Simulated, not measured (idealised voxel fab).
process module | voxel self aligned vias
cross-section cut | 300 nm wide | cells 5 nm
A cross-section is a grid of square cells, given in bands from the top down. A band is one or more rows of cells.
Each band's line starts with the height of the band's top and of its bottom, in nm. Then come its materials from left to right, each with its width in nm. One material with "throughout" fills the band from edge to edge. "air" is empty space.
Height 0 is the level under which the wafer as received is all one material. The lowest band goes on downwards, as in "0 down".
A width such as "30 to 40" changes by the same amount from each row of cells to the next, from the band's top row to its bottom row.
"no change" after a step means that no cell of the cross-section changed.
closed voids: empty space of 8 cells or more with no open way to the top, each as width x height at its distance from the left edge, in nm
after a step's settings: what the simulator itself notes on the step
overlay nm, on a step with a mask: how far to the right of its planned place the mask lay; to the left if negative
plan
1 op RECEIVE | material Si
2 op CONFORMAL_DEP | material SiO2 | thk nm 10
3 op CONFORMAL_DEP | material SiCN | thk nm 5
4 op DIRECTIONAL_DEP | material lowk | thk nm 20
5 op DIRECTIONAL_DEP | material aC | thk nm 15
6 op PATTERN | tone open | mask id LINES | material resist | width nm 25 | pitch nm 50 | thk nm 35 | overlay nm 0
7 op DIRECTIONAL_ETCH | etch materials aC | depth nm 15
8 op STRIP | etch materials resist
9 op DIRECTIONAL_ETCH | etch materials lowk | depth nm 20
10 op STRIP | etch materials aC
11 op CONFORMAL_DEP | material TiN | thk nm 5
12 op FILL_DEP | material W | thk nm 5
13 op CMP | height nm 35
14 op SELECTIVE_ETCH | etch materials W Ru TiN | depth nm 5
15 op FILL_DEP | material SiN | thk nm 5
16 op CMP | height nm 35
17 op DIRECTIONAL_DEP | material lowk | thk nm 15
18 op DIRECTIONAL_DEP | material aC | thk nm 10
19 op PATTERN | tone open | mask id VIAS | material resist | width nm 35 | thk nm 30 | overlay nm 0
20 op DIRECTIONAL_ETCH | etch materials aC | depth nm 10
21 op STRIP | etch materials resist
22 op DIRECTIONAL_ETCH | etch materials lowk | depth nm 15
23 op DIRECTIONAL_ETCH | etch materials SiN | depth nm 5
24 op STRIP | etch materials aC
25 op CONFORMAL_DEP | material TiN | thk nm 5
26 op FILL_DEP | material Cu | thk nm 5
27 op CMP | height nm 50
28 op CONFORMAL_DEP | material SiN | thk nm 5
as received, after step 1
  0 down: Si throughout
  closed voids: none
first wafer at the end, as planned
  55 to 50: SiN throughout
  50 to 40: lowk 105 | TiN 5 | Cu 25 | TiN 5 | lowk 160
  40 to 35: lowk 105 | TiN 10 | Cu 15 | TiN 10 | lowk 160
  35 to 30: lowk 110 | TiN 25 | lowk 25 | SiN 25 | lowk 115
  30 to 20: lowk 110 | TiN 5 | W 15 | TiN 5 | lowk 25 | TiN 5 | W 15 | TiN 5 | lowk 115
  20 to 15: lowk 110 | TiN 25 | lowk 25 | TiN 25 | lowk 115
  15 to 10: SiCN throughout
  10 to 0: SiO2 throughout
  0 down: Si throughout
  closed voids: none
second wafer at the end: like start, like plan, one mistake
  55 to 50: SiN throughout
  50 to 40: lowk 105 | TiN 5 | Cu 25 | TiN 5 | lowk 160
  40 to 35: lowk 105 | TiN 10 | Cu 15 | TiN 10 | lowk 160
  35 to 30: lowk 110 | TiN 25 | lowk 25 | SiN 25 | lowk 115
  30 to 20: lowk 110 | SiN 5 | W 15 | SiN 5 | lowk 25 | SiN 5 | W 15 | SiN 5 | lowk 115
  20 to 15: lowk 110 | SiN 25 | lowk 25 | SiN 25 | lowk 115
  15 to 10: SiCN throughout
  10 to 0: SiO2 throughout
  0 down: Si throughout
  closed voids: none
what went wrong: step 11 ran as: op CONFORMAL_DEP | material SiN | thk nm 5
at the end the second wafer has, in cells: 18 more of SiN | 18 fewer of TiN
